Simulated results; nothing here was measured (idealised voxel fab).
You're looking at the process module voxel self aligned vias.
Square cell edge 5 nm, section width 205 nm, ID cut.
The cross-sections in this document take the form of a grid made of square cells. They are written out as bands, in order from top to bottom. Each band consists of one or more rows of cells.
Look at the band entry: it leads with the top's height and the bottom's height in nm. Then it lists the materials left to right, with a width in nm for each. The word "full width" on a single material says that material fills the band edge to edge. The word "blank" is empty space.
Where do heights start? At 0: under that level the wafer as delivered is made of one material only. And the lowest band has no floor; it just carries on downward, as in "0..down".
When a width is written as two numbers, as in "30->40", the first number is the width in the top row of cells of the band and the second is the width in its bottom row, and the width changes by the same amount from each row to the next.
You'll sometimes find "changes: none" written for a step, and that's the way of saying that nowhere in the cross-section did a cell change during that step.
The entry "Fully sealed cavities" lists the empty spaces that cover at least 8 cells and have no open path to the top. Each is written as width x height at distance, where the distance is measured from the left edge and all three values are in nm.
Past the settings on a step's line: simulator remark, on that step.
A step line may carry the setting "overlay nm", which, for steps involving a mask, states the distance by which the mask lay to the right of its intended position; negative values denote displacement to the left.

[plan]
1. RECEIVE, material Si
2. CONFORMAL_DEP, material SiO2, thk nm 15
3. CONFORMAL_DEP, material SiCN, thk nm 5
4. DIRECTIONAL_DEP, material SiO2, thk nm 25
5. MASKED_ETCH, tone open, mask id LINES, width nm 20, pitch nm 70, etch materials SiO2, depth nm 25, overlay nm 0
6. CONFORMAL_DEP, material TiN, thk nm 5
7. FILL_DEP, material W, thk nm 10
8. CMP, height nm 45
9. SELECTIVE_ETCH, etch materials W Ru TiN, depth nm 5
10. FILL_DEP, material SiN, thk nm 5
11. CMP, height nm 45
12. DIRECTIONAL_DEP, material SiO2, thk nm 15
13. PATTERN, tone open, mask id VIAS, material resist, width nm 40, thk nm 20, overlay nm 0
14. DIRECTIONAL_ETCH, etch materials SiO2, depth nm 15
15. DIRECTIONAL_ETCH, etch materials SiN, depth nm 5
16. STRIP, etch materials resist
17. CONFORMAL_DEP, material TiN, thk nm 5
18. FILL_DEP, material W, thk nm 5
19. CMP, height nm 60
20. CONFORMAL_DEP, material SiN, thk nm 5

[On the first of the two wafers: run conducted according to plan]

[Incoming wafer in cross-section (state: after step 1)]
    0..down | Si full width
    Fully sealed cavities: none

[How the wafer stands in section after step 2]
    15..0 | SiO2 full width
    Nothing below the height 0 has changed.

[How the wafer stands in section after step 3]
    20..15 | SiCN full width
    Nothing below the height 15 has changed.

[How the wafer stands in section after step 4]
    45..20 | SiO2 full width
    Nothing below the height 20 has changed.

[How the wafer stands in section after step 5]
    45..20 | SiO2: 55; blank: 20; SiO2: 50; blank: 20; SiO2: 60
    Nothing below the height 20 has changed.

[How the wafer stands in section after step 6]
    50..45 | TiN: 60; blank: 10; TiN: 60; blank: 10; TiN: 65
    45..25 | SiO2: 55; TiN: 5; blank: 10; TiN: 5; SiO2: 50; TiN: 5; blank: 10; TiN: 5; SiO2: 60
    25..20 | SiO2: 55; TiN: 20; SiO2: 50; TiN: 20; SiO2: 60
    Nothing below the height 20 has changed.

[How the wafer stands in section after step 7]
    60..50 | W full width
    50..45 | TiN: 60; W: 10; TiN: 60; W: 10; TiN: 65
    45..25 | SiO2: 55; TiN: 5; W: 10; TiN: 5; SiO2: 50; TiN: 5; W: 10; TiN: 5; SiO2: 60
    Nothing below the height 25 has changed.

[How the wafer stands in section after step 8]
    45..25 | SiO2: 55; TiN: 5; W: 10; TiN: 5; SiO2: 50; TiN: 5; W: 10; TiN: 5; SiO2: 60
    Nothing below the height 25 has changed.

[How the wafer stands in section after step 9]
    45..40 | SiO2: 55; blank: 20; SiO2: 50; blank: 20; SiO2: 60
    Nothing below the height 40 has changed.

[How the wafer stands in section after step 10]
    50..45 | SiN full width
    45..40 | SiO2: 55; SiN: 20; SiO2: 50; SiN: 20; SiO2: 60
    Nothing below the height 40 has changed.

[How the wafer stands in section after step 11]
    45..40 | SiO2: 55; SiN: 20; SiO2: 50; SiN: 20; SiO2: 60
    Nothing below the height 40 has changed.

[How the wafer stands in section after step 12]
    60..45 | SiO2 full width
    Nothing below the height 45 has changed.

[How the wafer stands in section after step 13]
    80..60 | resist: 45; blank: 40; resist: 120
    Nothing below the height 60 has changed.

[How the wafer stands in section after step 14]
    80..60 | resist: 45; blank: 40; resist: 120
    60..45 | SiO2: 45; blank: 40; SiO2: 120
    Nothing below the height 45 has changed.

[How the wafer stands in section after step 15]
    80..60 | resist: 45; blank: 40; resist: 120
    60..45 | SiO2: 45; blank: 40; SiO2: 120
    45..40 | SiO2: 55; blank: 20; SiO2: 50; SiN: 20; SiO2: 60
    Nothing below the height 40 has changed.

[How the wafer stands in section after step 16]
    60..45 | SiO2: 45; blank: 40; SiO2: 120
    Nothing below the height 45 has changed.

[How the wafer stands in section after step 17]
    65..60 | TiN: 50; blank: 30; TiN: 125
    60..50 | SiO2: 45; TiN: 5; blank: 30; TiN: 5; SiO2: 120
    50..45 | SiO2: 45; TiN: 15; blank: 10; TiN: 15; SiO2: 120
    45..40 | SiO2: 55; TiN: 20; SiO2: 50; SiN: 20; SiO2: 60
    Nothing below the height 40 has changed.

[How the wafer stands in section after step 18]
    70..65 | W full width
    65..60 | TiN: 50; W: 30; TiN: 125
    60..50 | SiO2: 45; TiN: 5; W: 30; TiN: 5; SiO2: 120
    50..45 | SiO2: 45; TiN: 15; W: 10; TiN: 15; SiO2: 120
    Nothing below the height 45 has changed.

[How the wafer stands in section after step 19]
    60..50 | SiO2: 45; TiN: 5; W: 30; TiN: 5; SiO2: 120
    Nothing below the height 50 has changed.

[How the wafer stands in section after step 20]
    65..60 | SiN full width
    Nothing below the height 60 has changed.

[The Second Wafer: Common Origin and Plan, One Mistake in Execution, Identical to the First Through Step 4]

[Cross-section of the second wafer when, according to plan, step 5 should have finished]
    45..20 | SiO2: 50; blank: 30; SiO2: 40; blank: 30; SiO2: 55
    Nothing below the height 20 has changed.

[Cross-section of the second wafer when, according to plan, step 6 should have finished]
    50..45 | TiN: 55; blank: 20; TiN: 50; blank: 20; TiN: 60
    45..25 | SiO2: 50; TiN: 5; blank: 20; TiN: 5; SiO2: 40; TiN: 5; blank: 20; TiN: 5; SiO2: 55
    25..20 | SiO2: 50; TiN: 30; SiO2: 40; TiN: 30; SiO2: 55
    Nothing below the height 20 has changed.

[Cross-section of the second wafer when, according to plan, step 7 should have finished]
    60..50 | W full width
    50..45 | TiN: 55; W: 20; TiN: 50; W: 20; TiN: 60
    45..25 | SiO2: 50; TiN: 5; W: 20; TiN: 5; SiO2: 40; TiN: 5; W: 20; TiN: 5; SiO2: 55
    Nothing below the height 25 has changed.

[Cross-section of the second wafer when, according to plan, step 8 should have finished]
    45..25 | SiO2: 50; TiN: 5; W: 20; TiN: 5; SiO2: 40; TiN: 5; W: 20; TiN: 5; SiO2: 55
    Nothing below the height 25 has changed.

[Cross-section of the second wafer when, according to plan, step 9 should have finished]
    45..40 | SiO2: 50; blank: 30; SiO2: 40; blank: 30; SiO2: 55
    Nothing below the height 40 has changed.

[Cross-section of the second wafer when, according to plan, step 10 should have finished]
    50..45 | SiN full width
    45..40 | SiO2: 50; SiN: 30; SiO2: 40; SiN: 30; SiO2: 55
    Nothing below the height 40 has changed.

[Cross-section of the second wafer when, according to plan, step 11 should have finished]
    45..40 | SiO2: 50; SiN: 30; SiO2: 40; SiN: 30; SiO2: 55
    Nothing below the height 40 has changed.

[Cross-section of the second wafer when, according to plan, step 12 should have finished]
    60..45 | SiO2 full width
    Nothing below the height 45 has changed.

[Cross-section of the second wafer when, according to plan, step 13 should have finished]
    80..60 | resist: 45; blank: 40; resist: 120
    Nothing below the height 60 has changed.

[Cross-section of the second wafer when, according to plan, step 14 should have finished]
    80..60 | resist: 45; blank: 40; resist: 120
    60..45 | SiO2: 45; blank: 40; SiO2: 120
    Nothing below the height 45 has changed.

[Cross-section of the second wafer when, according to plan, step 15 should have finished]
    80..60 | resist: 45; blank: 40; resist: 120
    60..45 | SiO2: 45; blank: 40; SiO2: 120
    45..40 | SiO2: 50; blank: 30; SiO2: 40; SiN: 30; SiO2: 55
    Nothing below the height 40 has changed.

[Cross-section of the second wafer when, according to plan, step 16 should have finished]
    60..45 | SiO2: 45; blank: 40; SiO2: 120
    Nothing below the height 45 has changed.

[Cross-section of the second wafer when, according to plan, step 17 should have finished]
    65..60 | TiN: 50; blank: 30; TiN: 125
    60..50 | SiO2: 45; TiN: 5; blank: 30; TiN: 5; SiO2: 120
    50..45 | SiO2: 45; TiN: 10; blank: 20; TiN: 10; SiO2: 120
    45..40 | SiO2: 50; TiN: 30; SiO2: 40; SiN: 30; SiO2: 55
    Nothing below the height 40 has changed.

[Cross-section of the second wafer when, according to plan, step 18 should have finished]
    70..65 | W full width
    65..60 | TiN: 50; W: 30; TiN: 125
    60..50 | SiO2: 45; TiN: 5; W: 30; TiN: 5; SiO2: 120
    50..45 | SiO2: 45; TiN: 10; W: 20; TiN: 10; SiO2: 120
    Nothing below the height 45 has changed.

[Cross-section of the second wafer when, according to plan, step 19 should have finished]
    60..50 | SiO2: 45; TiN: 5; W: 30; TiN: 5; SiO2: 120
    Nothing below the height 50 has changed.

[Cross-section of the second wafer when, according to plan, step 20 should have finished]
    65..60 | SiN full width
    Nothing below the height 60 has changed.
Which mistake was made when the wafer was run? rather than as planned, step 5 actually ran as MASKED_ETCH, tone open, mask id LINES, width nm 30, pitch nm 70, etch materials SiO2, depth nm 25, overlay nm 0
Materials where the second wafer ends with more or fewer cells than the first: 2 more of SiN, 20 fewer of SiO2, 4 more of TiN, 14 more of W
